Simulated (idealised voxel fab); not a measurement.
A process module follows: voxel self aligned vias.
Displayed cross-section: cut, width of 245 nm, square cells sized 5 nm.
Think of the cross-section as a grid of square cells. We describe it in bands, top to bottom, and each band covers one or more rows of those cells. Each band's line starts with the height of the band's top and of its bottom, in nm. Then come its materials from left to right, each with its width in nm. One material with "edge to edge" fills the band from edge to edge. "air" is empty space. The reference from which all heights are counted is 0, the level beneath which the as-received wafer is entirely one material; the lowest band, having no lower bound, proceeds downward and is written after the example "0 and below". Graded width ("30 to 40"): value in top row of band = first number; value in bottom row = second number; row-to-row change constant. "no alterations made", as given for a step, is the statement that not any cell of the cross-section underwent a change during that step. Listed in "Sealed void inventory": every empty space of 8 or more cells without an open way to the top. Form: width x height at distance, the distance being from the left edge, all in nm. Text after the settings on a step's line: the simulator's own remark on that step. "overlay nm" on a masked step: distance the mask lay right of its planned place, negative for left.
Here's what the planned process steps look like
1: RECEIVE [material Si]
2: CONFORMAL_DEP [material SiO2] [thk nm 10]
3: CONFORMAL_DEP [material SiCN] [thk nm 5]
4: DIRECTIONAL_DEP [material lowk] [thk nm 30]
5: MASKED_ETCH [tone open] [mask id LINES] [width nm 25] [pitch nm 50] [etch materials lowk] [depth nm 30] [overlay nm 0]
6: CONFORMAL_DEP [material TiN] [thk nm 5]
7: FILL_DEP [material Ru] [thk nm 5]
8: CMP [height nm 45]
9: SELECTIVE_ETCH [etch materials W Ru TiN] [depth nm 5]
10: FILL_DEP [material SiN] [thk nm 10]
11: CMP [height nm 45]
12: DIRECTIONAL_DEP [material lowk] [thk nm 20]
13: DIRECTIONAL_DEP [material aC] [thk nm 10]
14: PATTERN [tone open] [mask id VIAS] [material resist] [width nm 35] [pitch nm 50] [thk nm 25] [overlay nm 0]
15: DIRECTIONAL_ETCH [etch materials aC] [depth nm 10]
16: STRIP [etch materials resist]
17: DIRECTIONAL_ETCH [etch materials lowk] [depth nm 20]
18: DIRECTIONAL_ETCH [etch materials SiN] [depth nm 5]
19: STRIP [etch materials aC]
20: CONFORMAL_DEP [material TiN] [thk nm 5]
21: FILL_DEP [material Ru] [thk nm 10]
22: CMP [height nm 65]
23: CONFORMAL_DEP [material SiCN] [thk nm 5]
Account of the first of two wafers, which was processed as intended
Cross-section of the wafer at receipt, which is the condition after step 1
    0 and below: Si edge to edge
    Sealed void inventory: none
The wafer in cross-section once step 2 is complete
    10 down to 0: SiO2 edge to edge
    Below 0, the layers are the same as they were.
The wafer in cross-section once step 3 is complete
    15 down to 10: SiCN edge to edge
    Below 10, the layers are the same as they were.
The wafer in cross-section once step 4 is complete
    45 down to 15: lowk edge to edge
    Below 15, the layers are the same as they were.
The wafer in cross-section once step 5 is complete
    45 down to 15: lowk (85), air (25), lowk (25), air (25), lowk (85)
    Below 15, the layers are the same as they were.
The wafer in cross-section once step 6 is complete
    50 down to 45: TiN (90), air (15), TiN (35), air (15), TiN (90)
    45 down to 20: lowk (85), TiN (5), air (15), TiN (5), lowk (25), TiN (5), air (15), TiN (5), lowk (85)
    20 down to 15: lowk (85), TiN (25), lowk (25), TiN (25), lowk (85)
    Below 15, the layers are the same as they were.
The wafer in cross-section once step 7 is complete
    55 down to 50: Ru edge to edge
    50 down to 45: TiN (90), Ru (15), TiN (35), Ru (15), TiN (90)
    45 down to 20: lowk (85), TiN (5), Ru (15), TiN (5), lowk (25), TiN (5), Ru (15), TiN (5), lowk (85)
    Below 20, the layers are the same as they were.
The wafer in cross-section once step 8 is complete
    45 down to 20: lowk (85), TiN (5), Ru (15), TiN (5), lowk (25), TiN (5), Ru (15), TiN (5), lowk (85)
    Below 20, the layers are the same as they were.
The wafer in cross-section once step 9 is complete
    45 down to 40: lowk (85), air (25), lowk (25), air (25), lowk (85)
    Below 40, the layers are the same as they were.
The wafer in cross-section once step 10 is complete
    55 down to 45: SiN edge to edge
    45 down to 40: lowk (85), SiN (25), lowk (25), SiN (25), lowk (85)
    Below 40, the layers are the same as they were.
The wafer in cross-section once step 11 is complete
    45 down to 40: lowk (85), SiN (25), lowk (25), SiN (25), lowk (85)
    Below 40, the layers are the same as they were.
The wafer in cross-section once step 12 is complete
    65 down to 45: lowk edge to edge
    Below 45, the layers are the same as they were.
The wafer in cross-section once step 13 is complete
    75 down to 65: aC edge to edge
    Below 65, the layers are the same as they were.
The wafer in cross-section once step 14 is complete
    100 down to 75: resist (80), air (35), resist (15), air (35), resist (80)
    Below 75, the layers are the same as they were.
The wafer in cross-section once step 15 is complete
    90 down to 75: resist (80), air (35), resist (15), air (35), resist (80)
    75 down to 65: aC (80), air (35), aC (15), air (35), aC (80)
    Below 65, the layers are the same as they were.
The wafer in cross-section once step 16 is complete
    75 down to 65: aC (80), air (35), aC (15), air (35), aC (80)
    Below 65, the layers are the same as they were.
The wafer in cross-section once step 17 is complete
    75 down to 65: aC (80), air (35), aC (15), air (35), aC (80)
    65 down to 45: lowk (80), air (35), lowk (15), air (35), lowk (80)
    Below 45, the layers are the same as they were.
The wafer in cross-section once step 18 is complete
    75 down to 65: aC (80), air (35), aC (15), air (35), aC (80)
    65 down to 45: lowk (80), air (35), lowk (15), air (35), lowk (80)
    45 down to 40: lowk (85), air (25), lowk (25), air (25), lowk (85)
    Below 40, the layers are the same as they were.
The wafer in cross-section once step 19 is complete
    65 down to 45: lowk (80), air (35), lowk (15), air (35), lowk (80)
    Below 45, the layers are the same as they were.
The wafer in cross-section once step 20 is complete
    70 down to 65: TiN (85), air (25), TiN (25), air (25), TiN (85)
    65 down to 50: lowk (80), TiN (5), air (25), TiN (5), lowk (15), TiN (5), air (25), TiN (5), lowk (80)
    50 down to 45: lowk (80), TiN (10), air (15), TiN (10), lowk (15), TiN (10), air (15), TiN (10), lowk (80)
    45 down to 40: lowk (85), TiN (25), lowk (25), TiN (25), lowk (85)
    Below 40, the layers are the same as they were.
The wafer in cross-section once step 21 is complete
    80 down to 70: Ru edge to edge
    70 down to 65: TiN (85), Ru (25), TiN (25), Ru (25), TiN (85)
    65 down to 50: lowk (80), TiN (5), Ru (25), TiN (5), lowk (15), TiN (5), Ru (25), TiN (5), lowk (80)
    50 down to 45: lowk (80), TiN (10), Ru (15), TiN (10), lowk (15), TiN (10), Ru (15), TiN (10), lowk (80)
    Below 45, the layers are the same as they were.
The wafer in cross-section once step 22 is complete
    65 down to 50: lowk (80), TiN (5), Ru (25), TiN (5), lowk (15), TiN (5), Ru (25), TiN (5), lowk (80)
    Below 50, the layers are the same as they were.
The wafer in cross-section once step 23 is complete
    70 down to 65: SiCN edge to edge
    Below 65, the layers are the same as they were.
For the second wafer, take the first wafer's start and plan, then add one mistake made in running it; everything through step 4, that step included, is shared with the first
Second wafer cross-section, taken as of the time the plan sets for step 5 to be done
    45 down to 15: air (85), lowk (25), air (25), lowk (25), air (85)
    Below 15, the layers are the same as they were.
Second wafer cross-section, taken as of the time the plan sets for step 6 to be done
    50 down to 45: air (80), TiN (35), air (15), TiN (35), air (80)
    45 down to 20: air (80), TiN (5), lowk (25), TiN (5), air (15), TiN (5), lowk (25), TiN (5), air (80)
    20 down to 15: TiN (85), lowk (25), TiN (25), lowk (25), TiN (85)
    Below 15, the layers are the same as they were.
Second wafer cross-section, taken as of the time the plan sets for step 7 to be done
    55 down to 50: Ru edge to edge
    50 down to 45: Ru (80), TiN (35), Ru (15), TiN (35), Ru (80)
    45 down to 20: Ru (80), TiN (5), lowk (25), TiN (5), Ru (15), TiN (5), lowk (25), TiN (5), Ru (80)
    Below 20, the layers are the same as they were.
Second wafer cross-section, taken as of the time the plan sets for step 8 to be done
    45 down to 20: Ru (80), TiN (5), lowk (25), TiN (5), Ru (15), TiN (5), lowk (25), TiN (5), Ru (80)
    Below 20, the layers are the same as they were.
Second wafer cross-section, taken as of the time the plan sets for step 9 to be done
    45 down to 40: air (85), lowk (25), air (25), lowk (25), air (85)
    Below 40, the layers are the same as they were.
Second wafer cross-section, taken as of the time the plan sets for step 10 to be done
    55 down to 45: SiN edge to edge
    45 down to 40: SiN (85), lowk (25), SiN (25), lowk (25), SiN (85)
    Below 40, the layers are the same as they were.
Second wafer cross-section, taken as of the time the plan sets for step 11 to be done
    45 down to 40: SiN (85), lowk (25), SiN (25), lowk (25), SiN (85)
    Below 40, the layers are the same as they were.
Second wafer cross-section, taken as of the time the plan sets for step 12 to be done
    65 down to 45: lowk edge to edge
    Below 45, the layers are the same as they were.
Second wafer cross-section, taken as of the time the plan sets for step 13 to be done
    75 down to 65: aC edge to edge
    Below 65, the layers are the same as they were.
Second wafer cross-section, taken as of the time the plan sets for step 14 to be done
    100 down to 75: resist (80), air (35), resist (15), air (35), resist (80)
    Below 75, the layers are the same as they were.
Second wafer cross-section, taken as of the time the plan sets for step 15 to be done
    90 down to 75: resist (80), air (35), resist (15), air (35), resist (80)
    75 down to 65: aC (80), air (35), aC (15), air (35), aC (80)
    Below 65, the layers are the same as they were.
Second wafer cross-section, taken as of the time the plan sets for step 16 to be done
    75 down to 65: aC (80), air (35), aC (15), air (35), aC (80)
    Below 65, the layers are the same as they were.
Second wafer cross-section, taken as of the time the plan sets for step 17 to be done
    75 down to 65: aC (80), air (35), aC (15), air (35), aC (80)
    65 down to 45: lowk (80), air (35), lowk (15), air (35), lowk (80)
    Below 45, the layers are the same as they were.
Second wafer cross-section, taken as of the time the plan sets for step 18 to be done
    75 down to 65: aC (80), air (35), aC (15), air (35), aC (80)
    65 down to 45: lowk (80), air (35), lowk (15), air (35), lowk (80)
    45 down to 40: SiN (80), air (5), lowk (25), air (5), SiN (15), air (5), lowk (25), air (5), SiN (80)
    Below 40, the layers are the same as they were.
Second wafer cross-section, taken as of the time the plan sets for step 19 to be done
    65 down to 45: lowk (80), air (35), lowk (15), air (35), lowk (80)
    Below 45, the layers are the same as they were.
Second wafer cross-section, taken as of the time the plan sets for step 20 to be done
    70 down to 65: TiN (85), air (25), TiN (25), air (25), TiN (85)
    65 down to 50: lowk (80), TiN (5), air (25), TiN (5), lowk (15), TiN (5), air (25), TiN (5), lowk (80)
    50 down to 45: lowk (80), TiN (35), lowk (15), TiN (35), lowk (80)
    45 down to 40: SiN (80), TiN (5), lowk (25), TiN (5), SiN (15), TiN (5), lowk (25), TiN (5), SiN (80)
    Below 40, the layers are the same as they were.
Second wafer cross-section, taken as of the time the plan sets for step 21 to be done
    80 down to 70: Ru edge to edge
    70 down to 65: TiN (85), Ru (25), TiN (25), Ru (25), TiN (85)
    65 down to 50: lowk (80), TiN (5), Ru (25), TiN (5), lowk (15), TiN (5), Ru (25), TiN (5), lowk (80)
    Below 50, the layers are the same as they were.
Second wafer cross-section, taken as of the time the plan sets for step 22 to be done
    65 down to 50: lowk (80), TiN (5), Ru (25), TiN (5), lowk (15), TiN (5), Ru (25), TiN (5), lowk (80)
    Below 50, the layers are the same as they were.
Second wafer cross-section, taken as of the time the plan sets for step 23 to be done
    70 down to 65: SiCN edge to edge
    Below 65, the layers are the same as they were.
Short version of what went wrong: step 5, actual vs plan mismatch, actual run MASKED_ETCH [tone cover] [mask id LINES] [width nm 25] [pitch nm 50] [etch materials lowk] [depth nm 30] [overlay nm 0]
It is noted that, at the conclusion of processing, the second wafer exhibits a higher or lower cell count for certain materials relative to the first: Ru +110, SiN +35, TiN +29, lowk -174
